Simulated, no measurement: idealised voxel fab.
Process module in this document: voxel transistor to metal
300 nm wide, 5 nm square cells: that's cross-section cut.
Just so we're on the same page, the cross-sections are grids of square cells, and they're listed out in bands top to bottom, each band one or more rows deep. Top, bottom (nm), then materials left to right with widths (nm); lone material tagged "throughout" fills the whole band edge to edge; "empty" = empty space. Heights are reckoned from 0. Under this level, the received wafer is all of one material. The bottommost band is open-ended downward, for example "top 0, no bottom". Think of "30 to 40" as a width that walks from the first number to the second as you go down the band, top row to bottom row, taking equal-sized steps from row to row. "no change" for a step: no cell of the cross-section changed in that step. "Enclosed cavities" lists enclosed empty spaces (at least 8 cells, no open path upward to the top), each as width x height at distance from the left edge, in nm. What comes after the settings on a step's line is commentary from the simulator itself on that step. If you see "overlay nm" on a step's line and that step has a mask, it's telling you how far right of where it was planned the mask ended up; a negative number means it went left instead.
The process steps that were planned are listed below:
- 1: RECEIVE with material Si
- 2: OXIDIZE with depth nm 5
- 3: CONFORMAL_DEP with material SiN, thk nm 10
- 4: MASKED_ETCH with tone cover, mask id ACTIVE, width nm 105, pitch nm 130, etch materials SiN, depth nm 10, overlay nm 0
- 5: MASKED_ETCH with tone cover, mask id ACTIVE, width nm 105, pitch nm 130, etch materials SiO2, depth nm 5, overlay nm 0
- 6: MASKED_ETCH with tone cover, mask id ACTIVE, width nm 105, pitch nm 130, etch materials Si, depth nm 30, overlay nm 0
- 7: FILL_DEP with material SiO2, thk nm 15
- 8: CMP with height nm 10
- 9: SELECTIVE_ETCH with etch materials SiO2, depth nm 5
- 10: STRIP with etch materials SiN
- 11: SELECTIVE_ETCH with etch materials SiO2, depth nm 5
- 12: OXIDIZE with depth nm 5
- 13: DIRECTIONAL_DEP with material polySi, thk nm 30
- 14: DIRECTIONAL_DEP with material SiCN, thk nm 15
- 15: MASKED_ETCH with tone cover, mask id GATE, width nm 15, pitch nm 130, etch materials SiCN, depth nm 25, overlay nm 0
- 16: MASKED_ETCH with tone cover, mask id GATE, width nm 15, pitch nm 130, etch materials polySi, depth nm 40, overlay nm 0
- 17: CONFORMAL_DEP with material SiN, thk nm 10
- 18: DIRECTIONAL_ETCH with etch materials SiN, depth nm 10
- 19: DIRECTIONAL_ETCH with etch materials SiO2, depth nm 5
- 20: EPI with material SiGe, thk nm 5
- 21: FILL_DEP with material SiO2, thk nm 5
- 22: CMP with height nm 40
- 23: DIRECTIONAL_DEP with material SiO2, thk nm 10
- 24: DIRECTIONAL_DEP with material aC, thk nm 10
- 25: PATTERN with tone open, mask id CONTACT, material resist, width nm 30, thk nm 25, overlay nm 0
- 26: DIRECTIONAL_ETCH with etch materials aC, depth nm 10
- 27: STRIP with etch materials resist
- 28: DIRECTIONAL_ETCH with etch materials SiO2, depth nm 55
- 29: STRIP with etch materials aC
- 30: CONFORMAL_DEP with material TiN, thk nm 5
- 31: FILL_DEP with material W, thk nm 5
- 32: CMP with height nm 50
- 33: CONFORMAL_DEP with material SiN, thk nm 5
- 34: DIRECTIONAL_DEP with material lowk, thk nm 25
- 35: DIRECTIONAL_DEP with material aC, thk nm 15
- 36: PATTERN with tone open, mask id METAL_1, material resist, width nm 20, pitch nm 65, thk nm 35, overlay nm 0
- 37: DIRECTIONAL_ETCH with etch materials aC, depth nm 15
- 38: STRIP with etch materials resist
- 39: DIRECTIONAL_ETCH with etch materials lowk, depth nm 25
- 40: DIRECTIONAL_ETCH with etch materials SiN, depth nm 5
- 41: STRIP with etch materials aC
- 42: CONFORMAL_DEP with material TiN, thk nm 5
- 43: FILL_DEP with material Ru, thk nm 10
- 44: CMP with height nm 80
- 45: EPI with material Ru, thk nm 5
- 46: FILL_DEP with material SiCN, thk nm 5
Cross-section, incoming material, after step 1:
* top 0, no bottom = Si throughout
* Enclosed cavities: none
Same starting wafer, same plan as above, one mistake in the execution; this is the cross-section at the end of the module:
* top 90, bottom 85 = SiCN throughout
* top 85, bottom 55 = Ru throughout
* top 55, bottom 50 = SiN throughout
* top 50, bottom 40 = SiO2=40  TiN=5  W=20 to 15  TiN=5 to 10  SiO2=25  TiN=5 to 10  W=20 to 15  TiN=5  SiO2=45  TiN=5  W=20 to 15  TiN=5 to 10  SiO2=25  TiN=5 to 10  W=20 to 15  TiN=5  SiO2=45
* top 40, bottom 25 = SiO2=40  TiN=5  W=15  TiN=5  SiN=10  SiCN=15  SiN=10  TiN=5  W=15  TiN=5  SiO2=45  TiN=5  W=15  TiN=5  SiN=10  SiCN=15  SiN=10  TiN=5  W=15  TiN=5  SiO2=45
* top 25, bottom 0 = SiO2=40  TiN=5  W=15  TiN=5  SiN=10  polySi=15  SiN=10  TiN=5  W=15  TiN=5  SiO2=45  TiN=5  W=15  TiN=5  SiN=10  polySi=15  SiN=10  TiN=5  W=15  TiN=5  SiO2=45
* top 0, bottom -5 = SiO2=25  SiN=10  SiO2=5  TiN=25  SiN=10  polySi=15  SiN=10  TiN=25  SiO2=5  SiN=10  SiO2=15  SiN=10  SiO2=5  TiN=25  SiN=10  polySi=15  SiN=10  TiN=25  SiO2=5  SiN=10  SiO2=30
* top -5, bottom -10 = SiO2=35  SiGe=30  SiO2=35  SiGe=30  SiO2=35  SiGe=30  SiO2=35  SiGe=30  SiO2=40
* top -10, bottom -35 = SiO2=30  Si=105  SiO2=25  Si=105  SiO2=35
* top -35, no bottom = Si throughout
* Enclosed cavities: none
Which mistake was made when the wafer was run? step 34 did not happen as planned, as run it was DIRECTIONAL_DEP with material Ru, thk nm 25
